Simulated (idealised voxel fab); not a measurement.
process module | voxel spacer lines
cross-section cut | 200 nm wide | cells 5 nm
A cross-section is a grid of square cells, given in bands from the top down. A band is one or more rows of cells.
Each band's line starts with the height of the band's top and of its bottom, in nm. Then come its materials from left to right, each with its width in nm. One material with "throughout" fills the band from edge to edge. "air" is empty space.
Height 0 is the level under which the wafer as received is all one material. The lowest band goes on downwards, as in "0 down".
A width such as "30 to 40" changes by the same amount from each row of cells to the next, from the band's top row to its bottom row.
"no change" after a step means that no cell of the cross-section changed.
closed voids: empty space of 8 cells or more with no open way to the top, each as width x height at its distance from the left edge, in nm
after a step's settings: what the simulator itself notes on the step
overlay nm, on a step with a mask: how far to the right of its planned place the mask lay; to the left if negative
plan
1 op RECEIVE | material Si
2 op CONFORMAL_DEP | material Al2O3 | thk nm 10
3 op DIRECTIONAL_DEP | material TiN | thk nm 15
4 op DIRECTIONAL_DEP | material aC | thk nm 20
5 op PATTERN | tone cover | mask id MANDREL | material resist | width nm 25 | pitch nm 70 | thk nm 25 | overlay nm 0
6 op DIRECTIONAL_ETCH | etch materials aC | depth nm 20
7 op STRIP | etch materials resist
8 op CONFORMAL_DEP | material SiO2 | thk nm 10
9 op DIRECTIONAL_ETCH | etch materials SiO2 | depth nm 10
10 op STRIP | etch materials aC
11 op DIRECTIONAL_ETCH | etch materials TiN | depth nm 15
12 op STRIP | etch materials SiO2
as received, after step 1
  0 down: Si throughout
  closed voids: none
a wafer at the end: this start, this plan, one mistake
  25 to 10: air 5 | TiN 10 | air 30 | TiN 10 | air 20 | TiN 10 | air 30 | TiN 10 | air 20 | TiN 10 | air 30 | TiN 10 | air 5
  10 to 0: Al2O3 throughout
  0 down: Si throughout
  closed voids: none
what went wrong: step 5 ran as: op PATTERN | tone cover | mask id MANDREL | material resist | width nm 30 | pitch nm 70 | thk nm 25 | overlay nm 0
